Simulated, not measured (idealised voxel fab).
The name of this process module is voxel capacitor over wiring.
Each square cell in cross-section cut measures 5 nm, and the section as a whole is 265 nm wide.
If you're reading a cross-section in this doc, picture square cells in a grid; it comes to you as bands, top ones listed first down to the bottom, and a band can be one or more rows of cells.
Top, bottom (nm), then materials left to right with widths (nm); lone material tagged "throughout" fills the whole band edge to edge; "empty" = empty space.
Height 0 is the level under which the wafer as received is all one material. The lowest band goes on downwards, as in "0 nm and below".
Quick explanation for "30->40": the width changes in equal steps down the rows of cells, from the first number in the band's top row to the second number in its bottom row.
A step reported as "remains unaltered" is a step in which no cell of the cross-section changed.
"Unvented cavities" enumerates empty spaces isolated from the top, with no open way to it, that contain at least 8 cells, giving each as width x height at distance from the left edge, all three in nm.
If you see something after the settings on a step's line, that's the simulator's own remark about that step.
"overlay nm" denotes, for a step that has a mask, the displacement of the mask to the right of its planned place, with negative values corresponding to the left.
Below is the list of planned process steps:
| 1 | RECEIVE,material Si |
| 2 | CONFORMAL_DEP,material SiO2,thk nm 15 |
| 3 | DIRECTIONAL_DEP,material TiN,thk nm 5 |
| 4 | DIRECTIONAL_DEP,material W,thk nm 15 |
| 5 | DIRECTIONAL_DEP,material aC,thk nm 10 |
| 6 | PATTERN,tone cover,mask id METAL_1,material resist,width nm 25,pitch nm 90,thk nm 25,overlay nm 0 |
| 7 | DIRECTIONAL_ETCH,etch materials aC,depth nm 10 |
| 8 | STRIP,etch materials resist |
| 9 | DIRECTIONAL_ETCH,etch materials W,depth nm 15 |
| 10 | DIRECTIONAL_ETCH,etch materials TiN,depth nm 5 |
| 11 | STRIP,etch materials aC |
| 12 | CONFORMAL_DEP,material SiN,thk nm 5 |
| 13 | FILL_DEP,material SiO2,thk nm 5 |
| 14 | CMP,height nm 35 |
| 15 | CONFORMAL_DEP,material SiCN,thk nm 5 |
| 16 | DIRECTIONAL_DEP,material lowk,thk nm 10 |
| 17 | MASKED_ETCH,tone open,mask id PLUG_1,width nm 15,etch materials lowk,depth nm 10,overlay nm 0 |
| 18 | MASKED_ETCH,tone open,mask id PLUG_1,width nm 15,etch materials SiCN,depth nm 5,overlay nm 0 |
| 19 | CONFORMAL_DEP,material TiN,thk nm 5 |
| 20 | FILL_DEP,material Cu,thk nm 5 |
| 21 | CMP,height nm 50 |
| 22 | DIRECTIONAL_DEP,material TiN,thk nm 10 |
| 23 | DIRECTIONAL_DEP,material SiN,thk nm 5 |
| 24 | DIRECTIONAL_DEP,material TiN,thk nm 10 |
| 25 | MASKED_ETCH,tone cover,mask id UPPER_PLATE,width nm 70,etch materials TiN,depth nm 10,overlay nm 0 |
| 26 | MASKED_ETCH,tone cover,mask id UPPER_PLATE,width nm 70,etch materials SiN,depth nm 5,overlay nm 0 |
| 27 | DIRECTIONAL_DEP,material aC,thk nm 10 |
| 28 | PATTERN,tone cover,mask id LOWER_PLATE,material resist,width nm 80,thk nm 30,overlay nm 0 |
| 29 | DIRECTIONAL_ETCH,etch materials aC,depth nm 10 |
| 30 | STRIP,etch materials resist |
| 31 | DIRECTIONAL_ETCH,etch materials TiN,depth nm 10 |
| 32 | STRIP,etch materials aC |
| 33 | FILL_DEP,material SiO2,thk nm 15 |
| 34 | CMP,height nm 85 |
| 35 | PATTERN,tone open,mask id PLUG_2,material resist,width nm 15,thk nm 15,overlay nm 0 |
| 36 | DIRECTIONAL_ETCH,etch materials SiO2,depth nm 10 |
| 37 | STRIP,etch materials resist |
| 38 | CONFORMAL_DEP,material TiN,thk nm 5 |
| 39 | FILL_DEP,material W,thk nm 5 |
| 40 | CMP,height nm 85 |
| 41 | CONFORMAL_DEP,material SiCN,thk nm 5 |
Step 1 complete: cross-section of the wafer as received:
0 nm and below = Si throughout
Unvented cavities: none
Module complete - cross-section of the first of two wafers, run according to plan:
90 nm to 85 nm = SiCN throughout
85 nm to 80 nm = SiO2 95 nm / TiN 5 nm / W 5 nm / TiN 5 nm / SiO2 155 nm
80 nm to 75 nm = SiO2 95 nm / TiN 15 nm / SiO2 155 nm
75 nm to 65 nm = SiO2 85 nm / TiN 70 nm / SiO2 110 nm
65 nm to 60 nm = SiO2 85 nm / SiN 70 nm / SiO2 110 nm
60 nm to 50 nm = SiO2 80 nm / TiN 80 nm / SiO2 105 nm
50 nm to 40 nm = lowk 85 nm / TiN 5 nm / Cu 5 nm / TiN 5 nm / lowk 165 nm
40 nm to 35 nm = SiCN 85 nm / TiN 15 nm / SiCN 165 nm
35 nm to 20 nm = SiO2 70 nm / SiN 5 nm / W 25 nm / SiN 5 nm / SiO2 55 nm / SiN 5 nm / W 25 nm / SiN 5 nm / SiO2 70 nm
20 nm to 15 nm = SiN 75 nm / TiN 25 nm / SiN 65 nm / TiN 25 nm / SiN 75 nm
15 nm to 0 nm = SiO2 throughout
0 nm and below = Si throughout
Unvented cavities: none
Cross-sectional view: second of two wafers, end of module; start and plan identical to the first, one mistake in running:
90 nm to 85 nm = SiCN throughout
85 nm to 80 nm = SiO2 95 nm / TiN 5 nm / W 5 nm / TiN 5 nm / SiO2 155 nm
80 nm to 75 nm = SiO2 95 nm / TiN 15 nm / SiO2 155 nm
75 nm to 65 nm = SiO2 85 nm / TiN 70 nm / SiO2 110 nm
65 nm to 60 nm = SiO2 85 nm / SiN 70 nm / SiO2 110 nm
60 nm to 50 nm = SiO2 75 nm / TiN 90 nm / SiO2 100 nm
50 nm to 40 nm = lowk 85 nm / TiN 5 nm / Cu 5 nm / TiN 5 nm / lowk 165 nm
40 nm to 35 nm = SiCN 85 nm / TiN 15 nm / SiCN 165 nm
35 nm to 20 nm = SiO2 70 nm / SiN 5 nm / W 25 nm / SiN 5 nm / SiO2 55 nm / SiN 5 nm / W 25 nm / SiN 5 nm / SiO2 70 nm
20 nm to 15 nm = SiN 75 nm / TiN 25 nm / SiN 65 nm / TiN 25 nm / SiN 75 nm
15 nm to 0 nm = SiO2 throughout
0 nm and below = Si throughout
Unvented cavities: none
Deviation from plan: step 28: run off-plan, actual operation and settings PATTERN,tone cover,mask id LOWER_PLATE,material resist,width nm 90,thk nm 30,overlay nm 0
Materials where the second wafer ends with more or fewer cells than the first: SiO2: 4 fewer | TiN: 4 more
